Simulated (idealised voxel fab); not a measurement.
Herein follows the process module entitled voxel spacer lines.
The width of the displayed cross-section, cut, is 250 nm; its cells are square, with a size of 5 nm.
In what follows, cross-sections appear as grids of square cells, described through bands that run from the top down, where every band is one or more rows of cells. First you get the band's top height and its bottom height, in nm, and then the materials it's made of, left to right, with each width in nm. If you see a single material with "edge to edge", that one covers the band edge to edge. "air" is empty space. The reference from which all heights are counted is 0, the level beneath which the as-received wafer is entirely one material; the lowest band, having no lower bound, proceeds downward and is written after the example "z 0 and below". Width spec "30 to 40" -> top row of cells at first value, bottom row at second value, equal per-row change in between. You'll sometimes find "remained the same" written for a step, and that's the way of saying that nowhere in the cross-section did a cell change during that step. This entry, "Sealed internal cavities", enumerates those empty regions of no fewer than 8 cells that possess no open connection to the top. Each region is reported in the form width x height at distance, the distance being taken from the left edge, with all three quantities expressed in nm. Past the settings on a step's line: simulator remark, on that step. Among the settings permitted on a step's line is "overlay nm"; applied to a step with a mask, it specifies the extent to which the mask lay to the right of its planned position, whereas a negative figure signifies a position to the left.

# List of planned process steps
1. RECEIVE [material Si]
2. CONFORMAL_DEP [material Al2O3] [thk nm 5]
3. DIRECTIONAL_DEP [material SiN] [thk nm 10]
4. DIRECTIONAL_DEP [material aC] [thk nm 20]
5. PATTERN [tone cover] [mask id MANDREL] [material resist] [width nm 15] [pitch nm 50] [thk nm 30] [overlay nm 0]
6. DIRECTIONAL_ETCH [etch materials aC] [depth nm 20]
7. STRIP [etch materials resist]
8. CONFORMAL_DEP [material SiO2] [thk nm 10]
9. DIRECTIONAL_ETCH [etch materials SiO2] [depth nm 10]
10. STRIP [etch materials aC]
11. DIRECTIONAL_ETCH [etch materials SiN] [depth nm 10]
12. STRIP [etch materials SiO2]
13. FILL_DEP [material SiO2] [thk nm 10]
14. CMP [height nm 15]

# Step 1 complete: cross-section of the wafer as received
* z 0 and below = Si edge to edge
* Sealed internal cavities: none

# Same starting wafer, same plan as above, one mistake in the execution; this is the cross-section at the end of the module
* z 15 to 5 = SiO2=45, then SiN=10, then SiO2=15, then SiN=10, then SiO2=15, then SiN=10, then SiO2=15, then SiN=10, then SiO2=15, then SiN=10, then SiO2=15, then SiN=10, then SiO2=70
* z 5 to 0 = Al2O3 edge to edge
* z 0 and below = Si edge to edge
* Sealed internal cavities: none
The mistake made against the process plan was this: not per plan at step 5, really ran PATTERN [tone cover] [mask id MANDREL] [material resist] [width nm 15] [pitch nm 50] [thk nm 30] [overlay nm -10]
